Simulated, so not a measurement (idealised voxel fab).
Process module, titled voxel released beams
The width of the displayed cross-section, cut, is 210 nm; its cells are square, with a size of 5 nm.
The cross-sections in this document take the form of a grid made of square cells. They are written out as bands, in order from top to bottom. Each band consists of one or more rows of cells.
For a band, the entry starts with two heights in nm, that of the top and then that of the bottom, and carries on with the band's materials in order from left to right, each alongside its width in nm; the word "full width" beside a single material means it fills the band edge to edge, and "blank" means empty space.
Heights are expressed relative to 0, this being the level below which the as-received wafer comprises one material exclusively. The lowest band is unbounded in the downward direction and is denoted as in "0 down".
The notation "30..40" denotes a width that varies across the rows of cells in the band, beginning at the first number in the top row, finishing at the second number in the bottom row, and changing by an identical amount from each row to the next.
"left unchanged" means the step left every cell of the cross-section as it was.
The entry titled "Closed internal cavities" provides the empty spaces that have no open way to the top, restricted to those of 8 cells or more. Each is presented as width x height at distance, the distance being measured from the left edge, with all three in nm.
after a step's settings: what the simulator itself notes on the step
On any step carrying a mask, the "overlay nm" setting, if present on the step's line, tells how far right of its planned place the mask lay; negative values point to the left.
# Listed below are the process steps as planned
1: RECEIVE [material Si]
2: CONFORMAL_DEP [material Al2O3] [thk nm 10]
3: DIRECTIONAL_DEP [material SiO2] [thk nm 10]
4: PATTERN [tone open] [mask id ANCHOR] [material resist] [width nm 35] [thk nm 15] [overlay nm 0]
5: DIRECTIONAL_ETCH [etch materials SiO2] [depth nm 10]
6: STRIP [etch materials resist]
7: CONFORMAL_DEP [material SiN] [thk nm 15]
8: PATTERN [tone cover] [mask id BEAM] [material resist] [width nm 105] [thk nm 15] [overlay nm 0]
9: DIRECTIONAL_ETCH [etch materials SiN] [depth nm 5]
10: STRIP [etch materials resist]
11: STRIP [etch materials SiO2]
Wafers differ in depth nm at step 9; plan lists the first wafer's value; identical starting state.
# Cross-section of the first of several wafers on receipt, reflecting completion of step 1
  0 down = Si full width
  Closed internal cavities: none
# The following table contains a row per wafer, in which are reported, at the conclusion of the module, the cells of each material gained (+) or lost (-) since the wafer's receipt, with its closed voids given thereafter
depth nm 5 | +84 Al2O3 | +117 SiN | +70 SiO2 | Closed internal cavities: none
depth nm 10 | +84 Al2O3 | +96 SiN | +70 SiO2 | Closed internal cavities: none
depth nm 15 | +84 Al2O3 | +75 SiN | Closed internal cavities: none
depth nm 20 | +84 Al2O3 | +75 SiN | Closed internal cavities: none
depth nm 25 | +84 Al2O3 | +75 SiN | Closed internal cavities: none
depth nm 30 | +84 Al2O3 | +75 SiN | Closed internal cavities: none
